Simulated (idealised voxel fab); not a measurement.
process module | voxel released beams
cross-section cut | 185 nm wide | cells 5 nm
A cross-section is a grid of square cells, given in bands from the top down. A band is one or more rows of cells.
Each band's line starts with the height of the band's top and of its bottom, in nm. Then come its materials from left to right, each with its width in nm. One material with "throughout" fills the band from edge to edge. "air" is empty space.
Height 0 is the level under which the wafer as received is all one material. The lowest band goes on downwards, as in "0 down".
A width such as "30 to 40" changes by the same amount from each row of cells to the next, from the band's top row to its bottom row.
"no change" after a step means that no cell of the cross-section changed.
closed voids: empty space of 8 cells or more with no open way to the top, each as width x height at its distance from the left edge, in nm
after a step's settings: what the simulator itself notes on the step
overlay nm, on a step with a mask: how far to the right of its planned place the mask lay; to the left if negative
plan
1 op RECEIVE | material Si
2 op CONFORMAL_DEP | material SiN | thk nm 5
3 op DIRECTIONAL_DEP | material SiO2 | thk nm 20
4 op MASKED_ETCH | tone open | mask id ANCHOR | width nm 35 | etch materials SiO2 | depth nm 20 | overlay nm 0
5 op CONFORMAL_DEP | material W | thk nm 10
6 op PATTERN | tone cover | mask id BEAM | material resist | width nm 105 | thk nm 20 | overlay nm 0
7 op DIRECTIONAL_ETCH | etch materials W | depth nm 10
8 op STRIP | etch materials resist
9 op STRIP | etch materials SiO2
first wafer, as planned
as received, after step 1
  0 down: Si throughout
  closed voids: none
after step 2
  5 to 0: SiN throughout
  below 0: unchanged
after step 3
  25 to 5: SiO2 throughout
  below 5: unchanged
after step 4
  25 to 5: SiO2 40 | air 35 | SiO2 110
  below 5: unchanged
after step 5
  35 to 25: W 50 | air 15 | W 120
  25 to 15: SiO2 40 | W 10 | air 15 | W 10 | SiO2 110
  15 to 5: SiO2 40 | W 35 | SiO2 110
  below 5: unchanged
after step 6
  55 to 35: air 35 | resist 105 | air 45
  35 to 25: W 50 | resist 15 | W 120
  25 to 15: SiO2 40 | W 10 | resist 15 | W 10 | SiO2 110
  below 15: unchanged
after step 7
  55 to 35: air 35 | resist 105 | air 45
  35 to 25: air 35 | W 15 | resist 15 | W 75 | air 45
  below 25: unchanged
after step 8
  35 to 25: air 35 | W 15 | air 15 | W 75 | air 45
  25 to 15: SiO2 40 | W 10 | air 15 | W 10 | SiO2 110
  below 15: unchanged
after step 9
  35 to 25: air 35 | W 15 | air 15 | W 75 | air 45
  25 to 15: air 40 | W 10 | air 15 | W 10 | air 110
  15 to 5: air 40 | W 35 | air 110
  below 5: unchanged
second wafer: like start, like plan, one mistake. Through step 2 it matches the first wafer
when step 3 should have ended
  25 to 0: SiN throughout
  below 0: unchanged
when step 4 should have ended: no change
when step 5 should have ended
  35 to 25: W throughout
  below 25: unchanged
when step 6 should have ended
  55 to 35: air 35 | resist 105 | air 45
  below 35: unchanged
when step 7 should have ended
  55 to 35: air 35 | resist 105 | air 45
  35 to 25: air 35 | W 105 | air 45
  below 25: unchanged
when step 8 should have ended
  35 to 25: air 35 | W 105 | air 45
  below 25: unchanged
when step 9 should have ended: no change
what went wrong: step 3 ran as: op DIRECTIONAL_DEP | material SiN | thk nm 20
at the end the second wafer has, in cells: 148 more of SiN | 16 fewer of W
